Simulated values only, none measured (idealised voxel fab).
Process module name: voxel plated lines
Section shown: cut. Width: 245 nm. Cell size: 5 nm, square.
A cross-section is written here as square cells arranged in a grid, and it is given in bands from the top down, each band taking up one or more rows of cells. Look at the band entry: it leads with the top's height and the bottom's height in nm. Then it lists the materials left to right, with a width in nm for each. The word "everywhere" on a single material says that material fills the band edge to edge. The word "air" is empty space. The level at which height equals 0 is the one under which the wafer, as it arrives, is entirely one material. No lower edge exists for the bottom band, which continues downward and is notated as in "z 0 and below". The two numbers in a width such as "30 to 40" mark its ends across the band: the first belongs to the top row of cells, the second to the bottom row, and from each row to the next the width moves by the same amount. What does "remains unaltered" mean for a step? It means no cell of the cross-section changed in that step. The entry titled "Fully sealed voids" provides the empty spaces that have no open way to the top, restricted to those of 8 cells or more. Each is presented as width x height at distance, the distance being measured from the left edge, with all three in nm. Post-settings text on a step line: simulator's own remark regarding the step. overlay nm: mask offset rightward from planned place, masked step; negative means leftward offset.

## The planned process steps are enumerated hereunder
1,RECEIVE [material Si]
2,CONFORMAL_DEP [material SiO2] [thk nm 5]
3,DIRECTIONAL_DEP [material TiN] [thk nm 5]
4,PATTERN [tone open] [mask id LINES] [material resist] [width nm 20] [pitch nm 35] [thk nm 40] [overlay nm 0]
5,EPI [material Ru] [thk nm 5]
6,EPI [material Ru] [thk nm 5]
7,EPI [material Ru] [thk nm 5]
8,STRIP [etch materials resist]
9,DIRECTIONAL_ETCH [etch materials TiN] [depth nm 5]
10,CONFORMAL_DEP [material SiCN] [thk nm 10]

## Cross-section, incoming material, after step 1
z 0 and below: Si everywhere
Fully sealed voids: none

## Figure: cross-sectional view of the wafer upon completion of the module, processed from the initial state and according to the plan depicted above, with one error introduced during execution
z 35 to 25: air: 60, then SiCN: 120, then air: 65
z 25 to 15: SiCN: 70, then Ru: 30, then SiCN: 5, then Ru: 30, then SiCN: 5, then Ru: 30, then SiCN: 75
z 15 to 10: Ru everywhere
z 10 to 5: TiN everywhere
z 5 to 0: SiO2 everywhere
z 0 and below: Si everywhere
Fully sealed voids: none
Want to know what went wrong? ran 7 and 8 in swapped order versus the plan
